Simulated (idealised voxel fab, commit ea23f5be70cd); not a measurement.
Process module name: voxel air gaps
Cross-section cut spans 240 nm and uses square cells 5 nm in size.
Cross-section, as written here: a square-cell grid given band by band from the top down, where a band holds one or more rows of cells.
Basically the band line says how high the top is and how high the bottom is, in nm, and then what's in it from left to right, every material with its width in nm. Empty space shows up as "air", and if a single material carries "full width" it runs the full band edge to edge.
Heads up on the height convention: 0 is the point under which the incoming wafer is all one material, and the lowest band has no bottom, it just keeps going down, like "top 0, no bottom".
The notation "30 to 40" denotes a width that varies across the rows of cells in the band, beginning at the first number in the top row, finishing at the second number in the bottom row, and changing by an identical amount from each row to the next.
Any step labelled "no modifications" changed none of the cells in the cross-section.
So "Entrapped voids" is basically the list of trapped voids: any empty space of 8 cells or more that can't reach the top through an opening. They're written width x height at distance, the distance being from the left edge, and it's all nm.
Read whatever lies past the settings on a step's line as the simulator's own remark about the step.
overlay nm: where the mask lay relative to plan, measured to the right, on steps with a mask; negatives go left.
Set out below are the planned steps of the process:
1: RECEIVE,material Si
2: CONFORMAL_DEP,material SiO2,thk nm 15
3: CONFORMAL_DEP,material SiN,thk nm 5
4: DIRECTIONAL_DEP,material SiO2,thk nm 35
5: DIRECTIONAL_DEP,material aC,thk nm 15
6: PATTERN,tone open,mask id LINES,material resist,width nm 20,pitch nm 45,thk nm 35,overlay nm 0
7: DIRECTIONAL_ETCH,etch materials aC,depth nm 15
8: STRIP,etch materials resist
9: DIRECTIONAL_ETCH,etch materials SiO2,depth nm 35
10: STRIP,etch materials aC
11: CONFORMAL_DEP,material TiN,thk nm 5
12: FILL_DEP,material Cu,thk nm 5
13: CMP,height nm 55
14: EPI,material Ru,thk nm 10
15: SELECTIVE_ETCH,etch materials SiO2,depth nm 45
16: CONFORMAL_DEP,material SiCN,thk nm 5
On the first of the two wafers: run conducted according to plan:
As received (post step 1): cross-section:
	top 0, no bottom  Si full width
	Entrapped voids: none
Upon completion of step 2, the wafer appears in cross-section as shown:
	top 15, bottom 0  SiO2 full width
	Heights below 0 show no change.
Upon completion of step 3, the wafer appears in cross-section as shown:
	top 20, bottom 15  SiN full width
	Heights below 15 show no change.
Upon completion of step 4, the wafer appears in cross-section as shown:
	top 55, bottom 20  SiO2 full width
	Heights below 20 show no change.
Upon completion of step 5, the wafer appears in cross-section as shown:
	top 70, bottom 55  aC full width
	Heights below 55 show no change.
Upon completion of step 6, the wafer appears in cross-section as shown:
	top 105, bottom 70  40 nm resist; 20 nm air; 25 nm resist; 20 nm air; 25 nm resist; 20 nm air; 25 nm resist; 20 nm air; 45 nm resist
	Heights below 70 show no change.
Upon completion of step 7, the wafer appears in cross-section as shown:
	top 90, bottom 70  40 nm resist; 20 nm air; 25 nm resist; 20 nm air; 25 nm resist; 20 nm air; 25 nm resist; 20 nm air; 45 nm resist
	top 70, bottom 55  40 nm aC; 20 nm air; 25 nm aC; 20 nm air; 25 nm aC; 20 nm air; 25 nm aC; 20 nm air; 45 nm aC
	Heights below 55 show no change.
Upon completion of step 8, the wafer appears in cross-section as shown:
	top 70, bottom 55  40 nm aC; 20 nm air; 25 nm aC; 20 nm air; 25 nm aC; 20 nm air; 25 nm aC; 20 nm air; 45 nm aC
	Heights below 55 show no change.
Upon completion of step 9, the wafer appears in cross-section as shown:
	top 70, bottom 55  40 nm aC; 20 nm air; 25 nm aC; 20 nm air; 25 nm aC; 20 nm air; 25 nm aC; 20 nm air; 45 nm aC
	top 55, bottom 20  40 nm SiO2; 20 nm air; 25 nm SiO2; 20 nm air; 25 nm SiO2; 20 nm air; 25 nm SiO2; 20 nm air; 45 nm SiO2
	Heights below 20 show no change.
Upon completion of step 10, the wafer appears in cross-section as shown:
	top 55, bottom 20  40 nm SiO2; 20 nm air; 25 nm SiO2; 20 nm air; 25 nm SiO2; 20 nm air; 25 nm SiO2; 20 nm air; 45 nm SiO2
	Heights below 20 show no change.
Upon completion of step 11, the wafer appears in cross-section as shown:
	top 60, bottom 55  45 nm TiN; 10 nm air; 35 nm TiN; 10 nm air; 35 nm TiN; 10 nm air; 35 nm TiN; 10 nm air; 50 nm TiN
	top 55, bottom 25  40 nm SiO2; 5 nm TiN; 10 nm air; 5 nm TiN; 25 nm SiO2; 5 nm TiN; 10 nm air; 5 nm TiN; 25 nm SiO2; 5 nm TiN; 10 nm air; 5 nm TiN; 25 nm SiO2; 5 nm TiN; 10 nm air; 5 nm TiN; 45 nm SiO2
	top 25, bottom 20  40 nm SiO2; 20 nm TiN; 25 nm SiO2; 20 nm TiN; 25 nm SiO2; 20 nm TiN; 25 nm SiO2; 20 nm TiN; 45 nm SiO2
	Heights below 20 show no change.
Upon completion of step 12, the wafer appears in cross-section as shown:
	top 65, bottom 60  Cu full width
	top 60, bottom 55  45 nm TiN; 10 nm Cu; 35 nm TiN; 10 nm Cu; 35 nm TiN; 10 nm Cu; 35 nm TiN; 10 nm Cu; 50 nm TiN
	top 55, bottom 25  40 nm SiO2; 5 nm TiN; 10 nm Cu; 5 nm TiN; 25 nm SiO2; 5 nm TiN; 10 nm Cu; 5 nm TiN; 25 nm SiO2; 5 nm TiN; 10 nm Cu; 5 nm TiN; 25 nm SiO2; 5 nm TiN; 10 nm Cu; 5 nm TiN; 45 nm SiO2
	Heights below 25 show no change.
Upon completion of step 13, the wafer appears in cross-section as shown:
	top 55, bottom 25  40 nm SiO2; 5 nm TiN; 10 nm Cu; 5 nm TiN; 25 nm SiO2; 5 nm TiN; 10 nm Cu; 5 nm TiN; 25 nm SiO2; 5 nm TiN; 10 nm Cu; 5 nm TiN; 25 nm SiO2; 5 nm TiN; 10 nm Cu; 5 nm TiN; 45 nm SiO2
	Heights below 25 show no change.
Upon completion of step 14, the wafer appears in cross-section as shown:
	top 65, bottom 55  30 nm air; 40 nm Ru; 5 nm air; 40 nm Ru; 5 nm air; 40 nm Ru; 5 nm air; 40 nm Ru; 35 nm air
	Heights below 55 show no change.
Upon completion of step 15, the wafer appears in cross-section as shown:
	top 65, bottom 55  30 nm air; 40 nm Ru; 5 nm air; 40 nm Ru; 5 nm air; 40 nm Ru; 5 nm air; 40 nm Ru; 35 nm air
	top 55, bottom 25  40 nm air; 5 nm TiN; 10 nm Cu; 5 nm TiN; 25 nm air; 5 nm TiN; 10 nm Cu; 5 nm TiN; 25 nm air; 5 nm TiN; 10 nm Cu; 5 nm TiN; 25 nm air; 5 nm TiN; 10 nm Cu; 5 nm TiN; 45 nm air
	top 25, bottom 20  40 nm air; 20 nm TiN; 25 nm air; 20 nm TiN; 25 nm air; 20 nm TiN; 25 nm air; 20 nm TiN; 45 nm air
	Heights below 20 show no change.
Upon completion of step 16, the wafer appears in cross-section as shown:
	top 70, bottom 65  25 nm air; 185 nm SiCN; 30 nm air
	top 65, bottom 55  25 nm air; 5 nm SiCN; 40 nm Ru; 5 nm SiCN; 40 nm Ru; 5 nm SiCN; 40 nm Ru; 5 nm SiCN; 40 nm Ru; 5 nm SiCN; 30 nm air
	top 55, bottom 50  25 nm air; 15 nm SiCN; 5 nm TiN; 10 nm Cu; 5 nm TiN; 25 nm SiCN; 5 nm TiN; 10 nm Cu; 5 nm TiN; 25 nm SiCN; 5 nm TiN; 10 nm Cu; 5 nm TiN; 25 nm SiCN; 5 nm TiN; 10 nm Cu; 5 nm TiN; 15 nm SiCN; 30 nm air
	top 50, bottom 25  35 nm air; 5 nm SiCN; 5 nm TiN; 10 nm Cu; 5 nm TiN; 5 nm SiCN; 15 nm air; 5 nm SiCN; 5 nm TiN; 10 nm Cu; 5 nm TiN; 5 nm SiCN; 15 nm air; 5 nm SiCN; 5 nm TiN; 10 nm Cu; 5 nm TiN; 5 nm SiCN; 15 nm air; 5 nm SiCN; 5 nm TiN; 10 nm Cu; 5 nm TiN; 5 nm SiCN; 40 nm air
	top 25, bottom 20  40 nm SiCN; 20 nm TiN; 25 nm SiCN; 20 nm TiN; 25 nm SiCN; 20 nm TiN; 25 nm SiCN; 20 nm TiN; 45 nm SiCN
	Heights below 20 show no change.
	Entrapped voids: 15 x 25 at 65; 15 x 25 at 110; 15 x 25 at 155
Wafer two of the pair: same origin, same plan, one error during the run; identical to wafer one up to and including step 12:
Second wafer profile in section, at the moment step 13 of the plan was meant to be complete:
	top 45, bottom 25  40 nm SiO2; 5 nm TiN; 10 nm Cu; 5 nm TiN; 25 nm SiO2; 5 nm TiN; 10 nm Cu; 5 nm TiN; 25 nm SiO2; 5 nm TiN; 10 nm Cu; 5 nm TiN; 25 nm SiO2; 5 nm TiN; 10 nm Cu; 5 nm TiN; 45 nm SiO2
	Heights below 25 show no change.
Second wafer profile in section, at the moment step 14 of the plan was meant to be complete:
	top 55, bottom 45  30 nm air; 40 nm Ru; 5 nm air; 40 nm Ru; 5 nm air; 40 nm Ru; 5 nm air; 40 nm Ru; 35 nm air
	Heights below 45 show no change.
Second wafer profile in section, at the moment step 15 of the plan was meant to be complete:
	top 55, bottom 45  30 nm air; 40 nm Ru; 5 nm air; 40 nm Ru; 5 nm air; 40 nm Ru; 5 nm air; 40 nm Ru; 35 nm air
	top 45, bottom 25  40 nm air; 5 nm TiN; 10 nm Cu; 5 nm TiN; 25 nm air; 5 nm TiN; 10 nm Cu; 5 nm TiN; 25 nm air; 5 nm TiN; 10 nm Cu; 5 nm TiN; 25 nm air; 5 nm TiN; 10 nm Cu; 5 nm TiN; 45 nm air
	top 25, bottom 20  40 nm air; 20 nm TiN; 25 nm air; 20 nm TiN; 25 nm air; 20 nm TiN; 25 nm air; 20 nm TiN; 45 nm air
	Heights below 20 show no change.
Second wafer profile in section, at the moment step 16 of the plan was meant to be complete:
	top 60, bottom 55  25 nm air; 185 nm SiCN; 30 nm air
	top 55, bottom 45  25 nm air; 5 nm SiCN; 40 nm Ru; 5 nm SiCN; 40 nm Ru; 5 nm SiCN; 40 nm Ru; 5 nm SiCN; 40 nm Ru; 5 nm SiCN; 30 nm air
	top 45, bottom 40  25 nm air; 15 nm SiCN; 5 nm TiN; 10 nm Cu; 5 nm TiN; 25 nm SiCN; 5 nm TiN; 10 nm Cu; 5 nm TiN; 25 nm SiCN; 5 nm TiN; 10 nm Cu; 5 nm TiN; 25 nm SiCN; 5 nm TiN; 10 nm Cu; 5 nm TiN; 15 nm SiCN; 30 nm air
	top 40, bottom 25  35 nm air; 5 nm SiCN; 5 nm TiN; 10 nm Cu; 5 nm TiN; 5 nm SiCN; 15 nm air; 5 nm SiCN; 5 nm TiN; 10 nm Cu; 5 nm TiN; 5 nm SiCN; 15 nm air; 5 nm SiCN; 5 nm TiN; 10 nm Cu; 5 nm TiN; 5 nm SiCN; 15 nm air; 5 nm SiCN; 5 nm TiN; 10 nm Cu; 5 nm TiN; 5 nm SiCN; 40 nm air
	top 25, bottom 20  40 nm SiCN; 20 nm TiN; 25 nm SiCN; 20 nm TiN; 25 nm SiCN; 20 nm TiN; 25 nm SiCN; 20 nm TiN; 45 nm SiCN
	Heights below 20 show no change.
	Entrapped voids: 15 x 15 at 65; 15 x 15 at 110; 15 x 15 at 155
Heads up, the wafer didn't run the way we planned it: it should be noted that step 13 was executed with settings other than those planned, the operation and settings actually applied being CMP,height nm 45
at the end the second wafer has, in cells: Cu: 16 fewer; SiCN: 16 fewer; TiN: 16 fewer
